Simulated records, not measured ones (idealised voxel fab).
Herein follows the process module entitled voxel gate over fins.
The cross-section on display is named cut; it measures 240 nm wide, and its cells are 5 nm squares.
Cross-section layout: square cells on a grid; listed as bands, top to bottom; a band spans one or more cell rows. Look at the band entry: it leads with the top's height and the bottom's height in nm. Then it lists the materials left to right, with a width in nm for each. The word "everywhere" on a single material says that material fills the band edge to edge. The word "air" is empty space. Heads up on the height convention: 0 is the point under which the incoming wafer is all one material, and the lowest band has no bottom, it just keeps going down, like "z 0 and below". The width entry "30..40" should be interpreted row by row: the top row of cells in the band takes the first number, the bottom row takes the second number, and the change between adjacent rows is uniform throughout. When a step is marked "nothing was modified", none of the cells in the cross-section changed during that step. Basically, "Enclosed cavities" tells you about the enclosed voids: empty spaces with no open way to the top, 8 cells or bigger, each written width x height at distance, where distance is from the left edge, all in nm. Text after the settings on a step's line: the simulator's own remark on that step. The "overlay nm" setting may appear on a step's line; for a step that uses a mask, it gives how far to the right of its planned position the mask lay, and a negative value indicates the left.

[The steps planned for the process are as follows]
1: RECEIVE | material Si
2: CONFORMAL_DEP | material SiN | thk nm 5
3: PATTERN | tone cover | mask id FINS | material resist | width nm 15 | pitch nm 50 | thk nm 15 | overlay nm 0
4: DIRECTIONAL_ETCH | etch materials SiN | depth nm 5
5: DIRECTIONAL_ETCH | etch materials Si | depth nm 30
6: STRIP | etch materials resist
7: OXIDIZE | depth nm 5
8: FILL_DEP | material SiO2 | thk nm 5
9: CMP | height nm 5
10: MASKED_ETCH | tone open | mask id RAIL | width nm 15 | etch materials SiO2 | depth nm 30 | overlay nm 0
11: CONFORMAL_DEP | material TiN | thk nm 5
12: FILL_DEP | material W | thk nm 10
13: CMP | height nm 5
14: SELECTIVE_ETCH | etch materials W Ru TiN | depth nm 20
15: FILL_DEP | material SiO2 | thk nm 5
16: CMP | height nm 5
17: SELECTIVE_ETCH | etch materials SiO2 | depth nm 15
18: STRIP | etch materials SiN
19: CONFORMAL_DEP | material HfO2 | thk nm 5
20: CONFORMAL_DEP | material TiN | thk nm 5
21: FILL_DEP | material W | thk nm 15
22: CMP | height nm 20
23: CONFORMAL_DEP | material SiN | thk nm 5

[Cross-section of the incoming wafer, state after step 1]
    z 0 and below = Si everywhere
    Enclosed cavities: none

[This is how the wafer looks in cross-section once the module is done, given the starting state and plan above and one mistake in carrying the plan out]
    z 25 to 20 = SiN everywhere
    z 20 to 10 = W everywhere
    z 10 to 5 = 90 nm W / 25 nm TiN / 25 nm W / 25 nm TiN / 75 nm W
    z 5 to 0 = 90 nm W / 5 nm TiN / 15 nm HfO2 / 5 nm TiN / 25 nm W / 5 nm TiN / 15 nm HfO2 / 5 nm TiN / 75 nm W
    z 0 to -5 = 95 nm TiN / 5 nm HfO2 / 5 nm Si / 5 nm HfO2 / 35 nm TiN / 5 nm HfO2 / 5 nm Si / 5 nm HfO2 / 80 nm TiN
    z -5 to -10 = 100 nm HfO2 / 5 nm Si / 45 nm HfO2 / 5 nm Si / 85 nm HfO2
    z -10 to -15 = 100 nm SiO2 / 5 nm Si / 45 nm SiO2 / 5 nm Si / 85 nm SiO2
    z -15 to -20 = 100 nm SiO2 / 5 nm Si / 5 nm SiO2 / 5 nm TiN / 5 nm W / 5 nm TiN / 25 nm SiO2 / 5 nm Si / 85 nm SiO2
    z -20 to -25 = 100 nm SiO2 / 5 nm Si / 5 nm SiO2 / 15 nm TiN / 25 nm SiO2 / 5 nm Si / 85 nm SiO2
    z -25 to -35 = 100 nm SiO2 / 5 nm Si / 45 nm SiO2 / 5 nm Si / 85 nm SiO2
    z -35 and below = Si everywhere
    Enclosed cavities: none
Where did the run depart from the plan? it should be noted that step 3 was executed with settings other than those planned, the operation and settings actually applied being PATTERN | tone cover | mask id FINS | material resist | width nm 15 | pitch nm 50 | thk nm 15 | overlay nm 10
